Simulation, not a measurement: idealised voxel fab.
The document below concerns the process module designated voxel transistor to metal.
It is cross-section cut that appears here, measuring 190 nm in width, its square cells being 5 nm in size.
In what follows, cross-sections appear as grids of square cells, described through bands that run from the top down, where every band is one or more rows of cells.
Look at the band entry: it leads with the top's height and the bottom's height in nm. Then it lists the materials left to right, with a width in nm for each. The word "everywhere" on a single material says that material fills the band edge to edge. The word "blank" is empty space.
We count height from 0. Below that, the starting wafer is all one material. The lowest band never ends at the bottom but goes on down; see "0..down" for how that is written.
With a width like "30..40", each row of cells in the band differs from the next by the same amount, the top row carrying the first number and the bottom row the second.
Key: "all unchanged" - step with no changed cell in the cross-section.
"Sealed void list" - sealed voids, min. 8 cells, no opening to top; format: width x height at distance (distance from left edge; nm throughout).
Formally, on a step line, whatever follows the settings is a remark that the simulator itself makes on the step.
overlay nm, on a step with a mask: how far to the right of its planned place the mask lay; to the left if negative

### So here's the lineup of process steps we planned
1,RECEIVE (material Si)
2,CONFORMAL_DEP (material SiO2; thk nm 5)
3,CONFORMAL_DEP (material SiN; thk nm 10)
4,DIRECTIONAL_DEP (material aC; thk nm 10)
5,PATTERN (tone cover; mask id ACTIVE; material resist; width nm 85; thk nm 30; overlay nm 0)
6,DIRECTIONAL_ETCH (etch materials aC; depth nm 10)
7,STRIP (etch materials resist)
8,DIRECTIONAL_ETCH (etch materials SiN; depth nm 10)
9,DIRECTIONAL_ETCH (etch materials SiO2; depth nm 5)
10,DIRECTIONAL_ETCH (etch materials Si; depth nm 30)
11,STRIP (etch materials aC)
12,FILL_DEP (material SiO2; thk nm 10)
13,CMP (height nm 15)
14,SELECTIVE_ETCH (etch materials SiO2; depth nm 5)
15,STRIP (etch materials SiN)
16,SELECTIVE_ETCH (etch materials SiO2; depth nm 5)
17,OXIDIZE (depth nm 5)
18,DIRECTIONAL_DEP (material polySi; thk nm 25)
19,DIRECTIONAL_DEP (material SiCN; thk nm 15)
20,MASKED_ETCH (tone cover; mask id GATE; width nm 15; etch materials SiCN; depth nm 25; overlay nm 0)
21,MASKED_ETCH (tone cover; mask id GATE; width nm 15; etch materials polySi; depth nm 35; overlay nm 0)
22,CONFORMAL_DEP (material SiN; thk nm 5)
23,DIRECTIONAL_ETCH (etch materials SiN; depth nm 5)
24,DIRECTIONAL_ETCH (etch materials SiO2; depth nm 5)
25,EPI (material nSi; thk nm 5)
26,FILL_DEP (material SiO2; thk nm 10)
27,CMP (height nm 40)
28,DIRECTIONAL_DEP (material SiO2; thk nm 10)
29,DIRECTIONAL_DEP (material aC; thk nm 10)
30,PATTERN (tone open; mask id CONTACT; material resist; width nm 25; pitch nm 50; thk nm 30; overlay nm 0)
31,DIRECTIONAL_ETCH (etch materials aC; depth nm 10)
32,STRIP (etch materials resist)
33,DIRECTIONAL_ETCH (etch materials SiO2; depth nm 50)
34,STRIP (etch materials aC)
35,CONFORMAL_DEP (material TiN; thk nm 5)
36,FILL_DEP (material W; thk nm 5)
37,CMP (height nm 50)
38,CONFORMAL_DEP (material SiN; thk nm 5)
39,DIRECTIONAL_DEP (material lowk; thk nm 25)
40,PATTERN (tone open; mask id METAL_1; material resist; width nm 15; pitch nm 60; thk nm 20; overlay nm 0)
41,DIRECTIONAL_ETCH (etch materials lowk; depth nm 25)
42,DIRECTIONAL_ETCH (etch materials SiN; depth nm 5)
43,STRIP (etch materials resist)
44,CONFORMAL_DEP (material TiN; thk nm 5)
45,FILL_DEP (material Ru; thk nm 5)
46,CMP (height nm 80)
47,CONFORMAL_DEP (material SiCN; thk nm 5)

### Cross-section of the wafer at receipt, which is the condition after step 1
* 0..down: Si everywhere
* Sealed void list: none

### The first of the two wafers as seen in cross-section once the module was finished; processing followed the plan
* 85..80: SiCN everywhere
* 80..55: 55 nm lowk, 5 nm TiN, 5 nm Ru, 5 nm TiN, 45 nm lowk, 5 nm TiN, 5 nm Ru, 5 nm TiN, 60 nm lowk
* 55..50: 55 nm SiN, 15 nm TiN, 45 nm SiN, 15 nm TiN, 60 nm SiN
* 50..40: 55 nm SiO2, 5 nm TiN, 15 nm W, 5 nm TiN, 25 nm SiO2, 5 nm TiN, 15 nm W, 5 nm TiN, 60 nm SiO2
* 40..25: 55 nm SiO2, 5 nm TiN, 15 nm W, 5 nm TiN, 5 nm SiN, 15 nm SiCN, 5 nm SiN, 5 nm TiN, 15 nm W, 5 nm TiN, 60 nm SiO2
* 25..5: 55 nm SiO2, 5 nm TiN, 15 nm W, 5 nm TiN, 5 nm SiN, 15 nm polySi, 5 nm SiN, 5 nm TiN, 15 nm W, 5 nm TiN, 60 nm SiO2
* 5..0: 45 nm SiO2, 5 nm SiN, 5 nm SiO2, 25 nm TiN, 5 nm SiN, 15 nm polySi, 5 nm SiN, 25 nm TiN, 5 nm SiO2, 5 nm SiN, 50 nm SiO2
* 0..-5: 50 nm SiO2, 30 nm nSi, 25 nm SiO2, 30 nm nSi, 55 nm SiO2
* -5..-30: 50 nm SiO2, 85 nm Si, 55 nm SiO2
* -30..down: Si everywhere
* Sealed void list: none

### Cross-section, wafer two of two, end of module: same start and plan as wafer one, one error in execution
* 85..80: SiCN everywhere
* 80..55: 55 nm lowk, 5 nm TiN, 5 nm Ru, 5 nm TiN, 45 nm lowk, 5 nm TiN, 5 nm Ru, 5 nm TiN, 60 nm lowk
* 55..50: 55 nm SiN, 15 nm TiN, 45 nm SiN, 15 nm TiN, 60 nm SiN
* 50..40: 55 nm SiO2, 5 nm TiN, 15 nm W, 5 nm TiN, 25 nm SiO2, 5 nm TiN, 15 nm W, 5 nm TiN, 60 nm SiO2
* 40..25: 55 nm SiO2, 5 nm TiN, 15 nm W, 5 nm TiN, 5 nm SiN, 15 nm SiCN, 5 nm SiN, 5 nm TiN, 15 nm W, 5 nm TiN, 60 nm SiO2
* 25..5: 55 nm SiO2, 5 nm TiN, 15 nm W, 5 nm TiN, 5 nm SiN, 15 nm polySi, 5 nm SiN, 5 nm TiN, 15 nm W, 5 nm TiN, 60 nm SiO2
* 5..0: 45 nm SiO2, 5 nm SiN, 5 nm SiO2, 25 nm TiN, 5 nm SiN, 15 nm polySi, 5 nm SiN, 25 nm TiN, 5 nm SiO2, 5 nm SiN, 50 nm SiO2
* 0..-5: 45 nm SiO2, 5 nm SiN, 30 nm nSi, 25 nm SiO2, 30 nm nSi, 5 nm SiN, 50 nm SiO2
* -5..-10: 55 nm SiO2, 75 nm Si, 60 nm SiO2
* -10..-30: 50 nm SiO2, 85 nm Si, 55 nm SiO2
* -30..down: Si everywhere
* Sealed void list: none
Here's what went sideways: heads up, step 2 of the plan was skipped and never actually ran
Wrapping up, a cell-based count of both wafers puts the second over or under the first for these materials: -2 Si | +2 SiN
